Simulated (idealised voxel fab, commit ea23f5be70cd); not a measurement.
process module | voxel capacitor over wiring
cross-section cut | 155 nm wide | cells 5 nm
A cross-section is a grid of square cells, given in bands from the top down. A band is one or more rows of cells.
Each band's line starts with the height of the band's top and of its bottom, in nm. Then come its materials from left to right, each with its width in nm. One material with "throughout" fills the band from edge to edge. "air" is empty space.
Height 0 is the level under which the wafer as received is all one material. The lowest band goes on downwards, as in "0 down".
A width such as "30 to 40" changes by the same amount from each row of cells to the next, from the band's top row to its bottom row.
"no change" after a step means that no cell of the cross-section changed.
closed voids: empty space of 8 cells or more with no open way to the top, each as width x height at its distance from the left edge, in nm
after a step's settings: what the simulator itself notes on the step
overlay nm, on a step with a mask: how far to the right of its planned place the mask lay; to the left if negative
plan
1 op RECEIVE | material Si
2 op CONFORMAL_DEP | material SiO2 | thk nm 15
3 op DIRECTIONAL_DEP | material TiN | thk nm 5
4 op DIRECTIONAL_DEP | material Ru | thk nm 15
5 op MASKED_ETCH | tone cover | mask id METAL_1 | width nm 25 | pitch nm 85 | etch materials Ru | depth nm 15 | overlay nm 0
6 op MASKED_ETCH | tone cover | mask id METAL_1 | width nm 25 | pitch nm 85 | etch materials TiN | depth nm 5 | overlay nm 0
7 op CONFORMAL_DEP | material SiN | thk nm 5
8 op FILL_DEP | material SiO2 | thk nm 5
9 op CMP | height nm 35
10 op CONFORMAL_DEP | material SiCN | thk nm 5
11 op DIRECTIONAL_DEP | material lowk | thk nm 20
12 op MASKED_ETCH | tone open | mask id PLUG_1 | width nm 15 | etch materials lowk | depth nm 20 | overlay nm 0
13 op MASKED_ETCH | tone open | mask id PLUG_1 | width nm 15 | etch materials SiCN | depth nm 5 | overlay nm 0
14 op EPI | material Ru | thk nm 10
15 op EPI | material Ru | thk nm 10
16 op EPI | material Ru | thk nm 5
17 op DIRECTIONAL_DEP | material TiN | thk nm 5
18 op DIRECTIONAL_DEP | material SiN | thk nm 5
19 op DIRECTIONAL_DEP | material TiN | thk nm 5
20 op MASKED_ETCH | tone cover | mask id UPPER_PLATE | width nm 65 | etch materials TiN | depth nm 5 | overlay nm 0
21 op MASKED_ETCH | tone cover | mask id UPPER_PLATE | width nm 65 | etch materials SiN | depth nm 5 | overlay nm 0
22 op PATTERN | tone cover | mask id LOWER_PLATE | material resist | width nm 75 | thk nm 20 | overlay nm 0
23 op DIRECTIONAL_ETCH | etch materials TiN | depth nm 5
24 op STRIP | etch materials resist
25 op FILL_DEP | material SiO2 | thk nm 20
26 op CMP | height nm 90
27 op PATTERN | tone open | mask id PLUG_2 | material resist | width nm 15 | thk nm 20 | overlay nm -15
28 op DIRECTIONAL_ETCH | etch materials SiO2 | depth nm 15
29 op STRIP | etch materials resist
30 op CONFORMAL_DEP | material TiN | thk nm 5
31 op FILL_DEP | material W | thk nm 10
32 op CMP | height nm 90
33 op CONFORMAL_DEP | material SiN | thk nm 5
varied across the wafers: overlay nm of step 27. The plan shows the first wafer's value. All wafers start alike
first wafer as received, after step 1
  0 down: Si throughout
  closed voids: none
each wafer at the end: cells of each material gained (+) or lost (-) since it was received, then its closed voids
overlay nm -15 | +45 Ru | +28 SiCN | +77 SiN | +280 SiO2 | +45 TiN | +2 W | +112 lowk | closed voids: none
overlay nm -10 | +45 Ru | +28 SiCN | +77 SiN | +280 SiO2 | +45 TiN | +2 W | +112 lowk | closed voids: none
overlay nm -5 | +45 Ru | +28 SiCN | +77 SiN | +280 SiO2 | +45 TiN | +2 W | +112 lowk | closed voids: none
overlay nm 0 | +45 Ru | +28 SiCN | +77 SiN | +280 SiO2 | +45 TiN | +2 W | +112 lowk | closed voids: none
overlay nm 5 | +45 Ru | +28 SiCN | +77 SiN | +280 SiO2 | +45 TiN | +2 W | +112 lowk | closed voids: none
overlay nm 10 | +45 Ru | +28 SiCN | +77 SiN | +280 SiO2 | +45 TiN | +2 W | +112 lowk | closed voids: none
overlay nm 15 | +45 Ru | +28 SiCN | +77 SiN | +280 SiO2 | +45 TiN | +2 W | +112 lowk | closed voids: none
